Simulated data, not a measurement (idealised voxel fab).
voxel gate over fins: a process module
FYI the section here is cut, 250 nm wide, cells are 5 nm squares.
In this document a cross-section is written as a grid of square cells. It is given as a series of bands, listed from the top down, and a band is one or more rows of cells.
Band entry format. Leading values: height of top, height of bottom, nm. Remainder: materials in left-to-right order, each with its width in nm. Special words: "everywhere" on a single material, which then fills the band edge to edge; "air", empty space.
Measure heights from 0. That's the level where, below it, the as-received wafer is all one material. The lowest band is bottomless and extends downward; write it as in "0 down".
A width given as "30..40" starts at the first number in the band's top row and ends at the second number in its bottom row, shifting by an equal amount at every step from row to row.
Step note "no alterations made" = no cross-section cell changed.
"Sealed void listing" contains a list of empty spaces, each no smaller than 8 cells and without an open way to the top, written in the form width x height at distance with the distance from the left edge and all three in nm.
Formally, on a step line, whatever follows the settings is a remark that the simulator itself makes on the step.
Each step line may optionally specify "overlay nm", which for a step with a mask gives the rightward distance between the mask's planned place and where it lay, a negative value indicating the leftward direction.

Planned step list for the process:
1,RECEIVE, material Si
2,CONFORMAL_DEP, material SiN, thk nm 10
3,DIRECTIONAL_DEP, material aC, thk nm 15
4,PATTERN, tone cover, mask id FINS, material resist, width nm 15, pitch nm 55, thk nm 35, overlay nm 0
5,DIRECTIONAL_ETCH, etch materials aC, depth nm 15
6,STRIP, etch materials resist
7,DIRECTIONAL_ETCH, etch materials SiN, depth nm 10
8,DIRECTIONAL_ETCH, etch materials Si, depth nm 30
9,STRIP, etch materials aC
10,OXIDIZE, depth nm 5
11,FILL_DEP, material SiO2, thk nm 10
12,CMP, height nm 10
13,DIRECTIONAL_DEP, material aC, thk nm 15
14,PATTERN, tone open, mask id RAIL, material resist, width nm 15, thk nm 30, overlay nm 0
15,DIRECTIONAL_ETCH, etch materials aC, depth nm 15
16,STRIP, etch materials resist
17,DIRECTIONAL_ETCH, etch materials SiO2, depth nm 35
18,STRIP, etch materials aC
19,CONFORMAL_DEP, material TiN, thk nm 5
20,FILL_DEP, material Ru, thk nm 5
21,CMP, height nm 10
22,SELECTIVE_ETCH, etch materials W Ru TiN, depth nm 30
23,FILL_DEP, material SiO2, thk nm 5
24,CMP, height nm 10
25,SELECTIVE_ETCH, etch materials SiO2, depth nm 20
26,STRIP, etch materials SiN
27,CONFORMAL_DEP, material HfO2, thk nm 5
28,CONFORMAL_DEP, material TiN, thk nm 5
29,FILL_DEP, material W, thk nm 15
30,CMP, height nm 20
31,CONFORMAL_DEP, material SiN, thk nm 10

Wafer as received: cross-section following step 1:
> 0 down: Si everywhere
> Sealed void listing: none

End state of the module in cross-section, given the above starting point and plan and one mistake in execution:
> 30 to 20: SiN everywhere
> 20 to 10: W everywhere
> 10 to 5: W: 85 | TiN: 25 | W: 30 | TiN: 25 | W: 85
> 5 to 0: W: 85 | TiN: 5 | HfO2: 15 | TiN: 5 | W: 30 | TiN: 5 | HfO2: 15 | TiN: 5 | W: 85
> 0 to -5: TiN: 90 | HfO2: 5 | Si: 5 | HfO2: 5 | TiN: 40 | HfO2: 5 | Si: 5 | HfO2: 5 | TiN: 90
> -5 to -10: HfO2: 95 | Si: 5 | HfO2: 50 | Si: 5 | HfO2: 95
> -10 to -20: SiO2: 95 | Si: 5 | SiO2: 50 | Si: 5 | SiO2: 95
> -20 to -25: TiN: 90 | SiO2: 5 | Si: 5 | SiO2: 5 | TiN: 10 | SiO2: 15 | TiN: 15 | SiO2: 5 | Si: 5 | SiO2: 5 | TiN: 90
> -25 to -35: SiO2: 95 | Si: 5 | SiO2: 50 | Si: 5 | SiO2: 95
> -35 down: Si everywhere
> Sealed void listing: none
Error vs. plan: step 14 ran differently from the plan; actual operation with settings: PATTERN, tone cover, mask id RAIL, material resist, width nm 15, thk nm 30, overlay nm 0
